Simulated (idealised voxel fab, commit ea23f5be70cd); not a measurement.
This section sets out a process module, namely voxel trench capacitor.
Each square cell in cross-section cut measures 5 nm, and the section as a whole is 240 nm wide.
Cross-section, as written here: a square-cell grid given band by band from the top down, where a band holds one or more rows of cells. First you get the band's top height and its bottom height, in nm, and then the materials it's made of, left to right, with each width in nm. If you see a single material with "everywhere", that one covers the band edge to edge. "blank" is empty space. Heads up on the height convention: 0 is the point under which the incoming wafer is all one material, and the lowest band has no bottom, it just keeps going down, like "0 nm and below". Top row gets the first number, bottom row gets the second, and each row in between changes by the same step: that is how a band width like "30 to 40" works. "no alteration", as given for a step, is the statement that not any cell of the cross-section underwent a change during that step. You'll see "Enclosed empty spaces" listing empty spaces that have no way open to the top, as long as they're 8 cells or more; the notation is width x height at distance, where the distance is from the left edge, and all of it is in nm. On a step's line, text after the settings is the simulator commenting on that step. A step's line can hold "overlay nm"; with a mask on that step, the setting says how far right of the planned place the mask lay, while a negative setting says it lay to the left.

[Listed below are the process steps as planned]
1) op RECEIVE | material Si
2) op CONFORMAL_DEP | material SiN | thk nm 5
3) op PATTERN | tone open | mask id TRENCH | material resist | width nm 25 | pitch nm 40 | thk nm 15 | overlay nm 0
4) op DIRECTIONAL_ETCH | etch materials SiN | depth nm 5
5) op DIRECTIONAL_ETCH | etch materials Si | depth nm 40
6) op STRIP | etch materials resist
7) op CONFORMAL_DEP | material Al2O3 | thk nm 5
8) op CONFORMAL_DEP | material TiN | thk nm 5
9) op FILL_DEP | material W | thk nm 5
10) op CMP | height nm 5

[The cross-section here shows the wafer as received, i.e. in its state after step 1]
> 0 nm and below: Si everywhere
> Enclosed empty spaces: none

[First of two wafers: cross-section at end of module, run per plan]
> 5 nm to 0 nm: SiN 45  Al2O3 5  TiN 5  W 5  TiN 5  Al2O3 5  SiN 15  Al2O3 5  TiN 5  W 5  TiN 5  Al2O3 5  SiN 15  Al2O3 5  TiN 5  W 5  TiN 5  Al2O3 5  SiN 15  Al2O3 5  TiN 5  W 5  TiN 5  Al2O3 5  SiN 50
> 0 nm to -30 nm: Si 45  Al2O3 5  TiN 5  W 5  TiN 5  Al2O3 5  Si 15  Al2O3 5  TiN 5  W 5  TiN 5  Al2O3 5  Si 15  Al2O3 5  TiN 5  W 5  TiN 5  Al2O3 5  Si 15  Al2O3 5  TiN 5  W 5  TiN 5  Al2O3 5  Si 50
> -30 nm to -35 nm: Si 45  Al2O3 5  TiN 15  Al2O3 5  Si 15  Al2O3 5  TiN 15  Al2O3 5  Si 15  Al2O3 5  TiN 15  Al2O3 5  Si 15  Al2O3 5  TiN 15  Al2O3 5  Si 50
> -35 nm to -40 nm: Si 45  Al2O3 25  Si 15  Al2O3 25  Si 15  Al2O3 25  Si 15  Al2O3 25  Si 50
> -40 nm and below: Si everywhere
> Enclosed empty spaces: none

[Second of two wafers, module complete, sectioned: it shares the first wafer's start and plan but was run with one mistake]
> 5 nm to 0 nm: SiN 45  TiN 5  Al2O3 5  W 5  Al2O3 5  TiN 5  SiN 15  TiN 5  Al2O3 5  W 5  Al2O3 5  TiN 5  SiN 15  TiN 5  Al2O3 5  W 5  Al2O3 5  TiN 5  SiN 15  TiN 5  Al2O3 5  W 5  Al2O3 5  TiN 5  SiN 50
> 0 nm to -30 nm: Si 45  TiN 5  Al2O3 5  W 5  Al2O3 5  TiN 5  Si 15  TiN 5  Al2O3 5  W 5  Al2O3 5  TiN 5  Si 15  TiN 5  Al2O3 5  W 5  Al2O3 5  TiN 5  Si 15  TiN 5  Al2O3 5  W 5  Al2O3 5  TiN 5  Si 50
> -30 nm to -35 nm: Si 45  TiN 5  Al2O3 15  TiN 5  Si 15  TiN 5  Al2O3 15  TiN 5  Si 15  TiN 5  Al2O3 15  TiN 5  Si 15  TiN 5  Al2O3 15  TiN 5  Si 50
> -35 nm to -40 nm: Si 45  TiN 25  Si 15  TiN 25  Si 15  TiN 25  Si 15  TiN 25  Si 50
> -40 nm and below: Si everywhere
> Enclosed empty spaces: none
Error vs. plan: step 7 ran in the slot meant for step 8, and vice versa
Count the cells at the end and the second wafer has more or fewer of some materials than the first: Al2O3 -16, TiN +16
